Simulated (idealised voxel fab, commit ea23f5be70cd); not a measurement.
Title: Process Module voxel capacitor over wiring
Section shown: cut. Width: 240 nm. Cell size: 5 nm, square.
Think of the cross-section as a grid of square cells. We describe it in bands, top to bottom, and each band covers one or more rows of those cells. This entry defines a band. It first specifies the height of the band's top and the height of its bottom in nm, and then specifies the band's materials from left to right, stating each material with its width in nm. The word "all across" identifies a single material that fills the band from edge to edge, while the word "blank" identifies empty space. Heights are reckoned from 0. Under this level, the received wafer is all of one material. The bottommost band is open-ended downward, for example "z 0 and below". Per-row width for "30..40": begins at first number (top row of band), ends at second number (bottom row), increment between rows held constant. A step reported as "no change" is a step in which no cell of the cross-section changed. Under "Closed void entries" you'll find the enclosed gaps, the ones with no way out to the top, that are 8 cells or bigger; each reads width x height at distance, with distance counted from the left edge, everything in nm. Past the settings on a step's line: simulator remark, on that step. overlay nm: for a step with a mask, the amount by which the mask lay right of where it was planned; a negative amount means left of it.

[Steps planned for the process]
1,RECEIVE,material Si
2,CONFORMAL_DEP,material SiO2,thk nm 15
3,DIRECTIONAL_DEP,material TiN,thk nm 5
4,DIRECTIONAL_DEP,material W,thk nm 15
5,MASKED_ETCH,tone cover,mask id METAL_1,width nm 30,pitch nm 90,etch materials W,depth nm 15,overlay nm 0
6,MASKED_ETCH,tone cover,mask id METAL_1,width nm 30,pitch nm 90,etch materials TiN,depth nm 5,overlay nm 0
7,FILL_DEP,material SiO2,thk nm 10
8,CMP,height nm 35
9,CONFORMAL_DEP,material SiCN,thk nm 5
10,DIRECTIONAL_DEP,material lowk,thk nm 20
11,PATTERN,tone open,mask id PLUG_1,material resist,width nm 15,thk nm 20,overlay nm 0
12,DIRECTIONAL_ETCH,etch materials lowk,depth nm 20
13,DIRECTIONAL_ETCH,etch materials SiCN,depth nm 5
14,STRIP,etch materials resist
15,EPI,material Ru,thk nm 10
16,EPI,material Ru,thk nm 10
17,EPI,material Ru,thk nm 5
18,DIRECTIONAL_DEP,material TiN,thk nm 5
19,DIRECTIONAL_DEP,material SiN,thk nm 5
20,DIRECTIONAL_DEP,material TiN,thk nm 10
21,PATTERN,tone cover,mask id UPPER_PLATE,material resist,width nm 65,thk nm 15,overlay nm 0
22,DIRECTIONAL_ETCH,etch materials TiN,depth nm 10
23,DIRECTIONAL_ETCH,etch materials SiN,depth nm 5
24,STRIP,etch materials resist
25,MASKED_ETCH,tone cover,mask id LOWER_PLATE,width nm 75,etch materials TiN,depth nm 5,overlay nm 0
26,FILL_DEP,material SiO2,thk nm 15
27,CMP,height nm 90
28,DIRECTIONAL_DEP,material aC,thk nm 10
29,PATTERN,tone open,mask id PLUG_2,material resist,width nm 15,thk nm 25,overlay nm 0
30,DIRECTIONAL_ETCH,etch materials aC,depth nm 10
31,STRIP,etch materials resist
32,DIRECTIONAL_ETCH,etch materials SiO2,depth nm 10
33,STRIP,etch materials aC
34,CONFORMAL_DEP,material TiN,thk nm 5
35,FILL_DEP,material Ru,thk nm 5
36,CMP,height nm 90
37,CONFORMAL_DEP,material SiN,thk nm 5

[Concerning the first of two wafers, which was run in accordance with the plan]

[This is the cross-section of the wafer as we received it, i.e. after step 1]
* z 0 and below  Si all across
* Closed void entries: none

[Cross-section through the wafer, step 2 finished]
* z 15 to 0  SiO2 all across
* Under 0: no change, same as before.

[Cross-section through the wafer, step 3 finished]
* z 20 to 15  TiN all across
* Under 15: no change, same as before.

[Cross-section through the wafer, step 4 finished]
* z 35 to 20  W all across
* Under 20: no change, same as before.

[Cross-section through the wafer, step 5 finished]
* z 35 to 20  60 blank | 30 W | 60 blank | 30 W | 60 blank
* Under 20: no change, same as before.

[Cross-section through the wafer, step 6 finished]
* z 35 to 20  60 blank | 30 W | 60 blank | 30 W | 60 blank
* z 20 to 15  60 blank | 30 TiN | 60 blank | 30 TiN | 60 blank
* Under 15: no change, same as before.

[Cross-section through the wafer, step 7 finished]
* z 45 to 35  SiO2 all across
* z 35 to 20  60 SiO2 | 30 W | 60 SiO2 | 30 W | 60 SiO2
* z 20 to 15  60 SiO2 | 30 TiN | 60 SiO2 | 30 TiN | 60 SiO2
* Under 15: no change, same as before.

[Cross-section through the wafer, step 8 finished]
* z 35 to 20  60 SiO2 | 30 W | 60 SiO2 | 30 W | 60 SiO2
* Under 20: no change, same as before.

[Cross-section through the wafer, step 9 finished]
* z 40 to 35  SiCN all across
* Under 35: no change, same as before.

[Cross-section through the wafer, step 10 finished]
* z 60 to 40  lowk all across
* Under 40: no change, same as before.

[Cross-section through the wafer, step 11 finished]
* z 80 to 60  75 resist | 15 blank | 150 resist
* Under 60: no change, same as before.

[Cross-section through the wafer, step 12 finished]
* z 80 to 60  75 resist | 15 blank | 150 resist
* z 60 to 40  75 lowk | 15 blank | 150 lowk
* Under 40: no change, same as before.

[Cross-section through the wafer, step 13 finished]
* z 80 to 60  75 resist | 15 blank | 150 resist
* z 60 to 40  75 lowk | 15 blank | 150 lowk
* z 40 to 35  75 SiCN | 15 blank | 150 SiCN
* Under 35: no change, same as before.

[Cross-section through the wafer, step 14 finished]
* z 60 to 40  75 lowk | 15 blank | 150 lowk
* Under 40: no change, same as before.

[Cross-section through the wafer, step 15 finished]
* z 60 to 45  75 lowk | 15 blank | 150 lowk
* z 45 to 40  75 lowk | 15 Ru | 150 lowk
* z 40 to 35  75 SiCN | 15 Ru | 150 SiCN
* Under 35: no change, same as before.

[Cross-section through the wafer, step 16 finished]
* z 60 to 55  75 lowk | 15 blank | 150 lowk
* z 55 to 40  75 lowk | 15 Ru | 150 lowk
* Under 40: no change, same as before.

[Cross-section through the wafer, step 17 finished]
* z 60 to 40  75 lowk | 15 Ru | 150 lowk
* Under 40: no change, same as before.

[Cross-section through the wafer, step 18 finished]
* z 65 to 60  TiN all across
* Under 60: no change, same as before.

[Cross-section through the wafer, step 19 finished]
* z 70 to 65  SiN all across
* Under 65: no change, same as before.

[Cross-section through the wafer, step 20 finished]
* z 80 to 70  TiN all across
* Under 70: no change, same as before.

[Cross-section through the wafer, step 21 finished]
* z 95 to 80  75 blank | 65 resist | 100 blank
* Under 80: no change, same as before.

[Cross-section through the wafer, step 22 finished]
* z 95 to 80  75 blank | 65 resist | 100 blank
* z 80 to 70  75 blank | 65 TiN | 100 blank
* Under 70: no change, same as before.

[Cross-section through the wafer, step 23 finished]
* z 95 to 80  75 blank | 65 resist | 100 blank
* z 80 to 70  75 blank | 65 TiN | 100 blank
* z 70 to 65  75 blank | 65 SiN | 100 blank
* Under 65: no change, same as before.

[Cross-section through the wafer, step 24 finished]
* z 80 to 70  75 blank | 65 TiN | 100 blank
* Under 70: no change, same as before.

[Cross-section through the wafer, step 25 finished]
* z 80 to 70  75 blank | 65 TiN | 100 blank
* z 70 to 65  75 blank | 65 SiN | 100 blank
* z 65 to 60  70 blank | 75 TiN | 95 blank
* Under 60: no change, same as before.

[Cross-section through the wafer, step 26 finished]
* z 95 to 80  SiO2 all across
* z 80 to 70  75 SiO2 | 65 TiN | 100 SiO2
* z 70 to 65  75 SiO2 | 65 SiN | 100 SiO2
* z 65 to 60  70 SiO2 | 75 TiN | 95 SiO2
* Under 60: no change, same as before.

[Cross-section through the wafer, step 27 finished]
* z 90 to 80  SiO2 all across
* Under 80: no change, same as before.

[Cross-section through the wafer, step 28 finished]
* z 100 to 90  aC all across
* Under 90: no change, same as before.

[Cross-section through the wafer, step 29 finished]
* z 125 to 100  85 resist | 15 blank | 140 resist
* Under 100: no change, same as before.

[Cross-section through the wafer, step 30 finished]
* z 115 to 100  85 resist | 15 blank | 140 resist
* z 100 to 90  85 aC | 15 blank | 140 aC
* Under 90: no change, same as before.

[Cross-section through the wafer, step 31 finished]
* z 100 to 90  85 aC | 15 blank | 140 aC
* Under 90: no change, same as before.

[Cross-section through the wafer, step 32 finished]
* z 100 to 90  85 aC | 15 blank | 140 aC
* z 90 to 80  85 SiO2 | 15 blank | 140 SiO2
* Under 80: no change, same as before.

[Cross-section through the wafer, step 33 finished]
* z 90 to 80  85 SiO2 | 15 blank | 140 SiO2
* Under 80: no change, same as before.

[Cross-section through the wafer, step 34 finished]
* z 95 to 90  90 TiN | 5 blank | 145 TiN
* z 90 to 85  85 SiO2 | 5 TiN | 5 blank | 5 TiN | 140 SiO2
* z 85 to 80  85 SiO2 | 15 TiN | 140 SiO2
* Under 80: no change, same as before.

[Cross-section through the wafer, step 35 finished]
* z 100 to 95  Ru all across
* z 95 to 90  90 TiN | 5 Ru | 145 TiN
* z 90 to 85  85 SiO2 | 5 TiN | 5 Ru | 5 TiN | 140 SiO2
* Under 85: no change, same as before.

[Cross-section through the wafer, step 36 finished]
* z 90 to 85  85 SiO2 | 5 TiN | 5 Ru | 5 TiN | 140 SiO2
* Under 85: no change, same as before.

[Cross-section through the wafer, step 37 finished]
* z 95 to 90  SiN all across
* Under 90: no change, same as before.

[Here the second wafer is described. Its start and its plan were those of the first wafer. Its run contained one mistake. Up to and including step 10, it did exactly what the first wafer did]

[Second wafer, sectioned view, at step 11's planned end time]
* z 80 to 60  75 resist | 20 blank | 145 resist
* Under 60: no change, same as before.

[Second wafer, sectioned view, at step 12's planned end time]
* z 80 to 60  75 resist | 20 blank | 145 resist
* z 60 to 40  75 lowk | 20 blank | 145 lowk
* Under 40: no change, same as before.

[Second wafer, sectioned view, at step 13's planned end time]
* z 80 to 60  75 resist | 20 blank | 145 resist
* z 60 to 40  75 lowk | 20 blank | 145 lowk
* z 40 to 35  75 SiCN | 20 blank | 145 SiCN
* Under 35: no change, same as before.

[Second wafer, sectioned view, at step 14's planned end time]
* z 60 to 40  75 lowk | 20 blank | 145 lowk
* Under 40: no change, same as before.

[Second wafer, sectioned view, at step 15's planned end time]
* z 60 to 45  75 lowk | 20 blank | 145 lowk
* z 45 to 40  75 lowk | 20 Ru | 145 lowk
* z 40 to 35  75 SiCN | 20 Ru | 145 SiCN
* Under 35: no change, same as before.

[Second wafer, sectioned view, at step 16's planned end time]
* z 60 to 55  75 lowk | 20 blank | 145 lowk
* z 55 to 40  75 lowk | 20 Ru | 145 lowk
* Under 40: no change, same as before.

[Second wafer, sectioned view, at step 17's planned end time]
* z 60 to 40  75 lowk | 20 Ru | 145 lowk
* Under 40: no change, same as before.

[Second wafer, sectioned view, at step 18's planned end time]
* z 65 to 60  TiN all across
* Under 60: no change, same as before.

[Second wafer, sectioned view, at step 19's planned end time]
* z 70 to 65  SiN all across
* Under 65: no change, same as before.

[Second wafer, sectioned view, at step 20's planned end time]
* z 80 to 70  TiN all across
* Under 70: no change, same as before.

[Second wafer, sectioned view, at step 21's planned end time]
* z 95 to 80  75 blank | 65 resist | 100 blank
* Under 80: no change, same as before.

[Second wafer, sectioned view, at step 22's planned end time]
* z 95 to 80  75 blank | 65 resist | 100 blank
* z 80 to 70  75 blank | 65 TiN | 100 blank
* Under 70: no change, same as before.

[Second wafer, sectioned view, at step 23's planned end time]
* z 95 to 80  75 blank | 65 resist | 100 blank
* z 80 to 70  75 blank | 65 TiN | 100 blank
* z 70 to 65  75 blank | 65 SiN | 100 blank
* Under 65: no change, same as before.

[Second wafer, sectioned view, at step 24's planned end time]
* z 80 to 70  75 blank | 65 TiN | 100 blank
* Under 70: no change, same as before.

[Second wafer, sectioned view, at step 25's planned end time]
* z 80 to 70  75 blank | 65 TiN | 100 blank
* z 70 to 65  75 blank | 65 SiN | 100 blank
* z 65 to 60  70 blank | 75 TiN | 95 blank
* Under 60: no change, same as before.

[Second wafer, sectioned view, at step 26's planned end time]
* z 95 to 80  SiO2 all across
* z 80 to 70  75 SiO2 | 65 TiN | 100 SiO2
* z 70 to 65  75 SiO2 | 65 SiN | 100 SiO2
* z 65 to 60  70 SiO2 | 75 TiN | 95 SiO2
* Under 60: no change, same as before.

[Second wafer, sectioned view, at step 27's planned end time]
* z 90 to 80  SiO2 all across
* Under 80: no change, same as before.

[Second wafer, sectioned view, at step 28's planned end time]
* z 100 to 90  aC all across
* Under 90: no change, same as before.

[Second wafer, sectioned view, at step 29's planned end time]
* z 125 to 100  85 resist | 15 blank | 140 resist
* Under 100: no change, same as before.

[Second wafer, sectioned view, at step 30's planned end time]
* z 115 to 100  85 resist | 15 blank | 140 resist
* z 100 to 90  85 aC | 15 blank | 140 aC
* Under 90: no change, same as before.

[Second wafer, sectioned view, at step 31's planned end time]
* z 100 to 90  85 aC | 15 blank | 140 aC
* Under 90: no change, same as before.

[Second wafer, sectioned view, at step 32's planned end time]
* z 100 to 90  85 aC | 15 blank | 140 aC
* z 90 to 80  85 SiO2 | 15 blank | 140 SiO2
* Under 80: no change, same as before.

[Second wafer, sectioned view, at step 33's planned end time]
* z 90 to 80  85 SiO2 | 15 blank | 140 SiO2
* Under 80: no change, same as before.

[Second wafer, sectioned view, at step 34's planned end time]
* z 95 to 90  90 TiN | 5 blank | 145 TiN
* z 90 to 85  85 SiO2 | 5 TiN | 5 blank | 5 TiN | 140 SiO2
* z 85 to 80  85 SiO2 | 15 TiN | 140 SiO2
* Under 80: no change, same as before.

[Second wafer, sectioned view, at step 35's planned end time]
* z 100 to 95  Ru all across
* z 95 to 90  90 TiN | 5 Ru | 145 TiN
* z 90 to 85  85 SiO2 | 5 TiN | 5 Ru | 5 TiN | 140 SiO2
* Under 85: no change, same as before.

[Second wafer, sectioned view, at step 36's planned end time]
* z 90 to 85  85 SiO2 | 5 TiN | 5 Ru | 5 TiN | 140 SiO2
* Under 85: no change, same as before.

[Second wafer, sectioned view, at step 37's planned end time]
* z 95 to 90  SiN all across
* Under 90: no change, same as before.
Want to know what went wrong? not per plan at step 11, really ran PATTERN,tone open,mask id PLUG_1,material resist,width nm 20,thk nm 20,overlay nm 0
Final wafer comparison in cells, second versus first, more or fewer per material: Ru: 5 more; SiCN: 1 fewer; lowk: 4 fewer
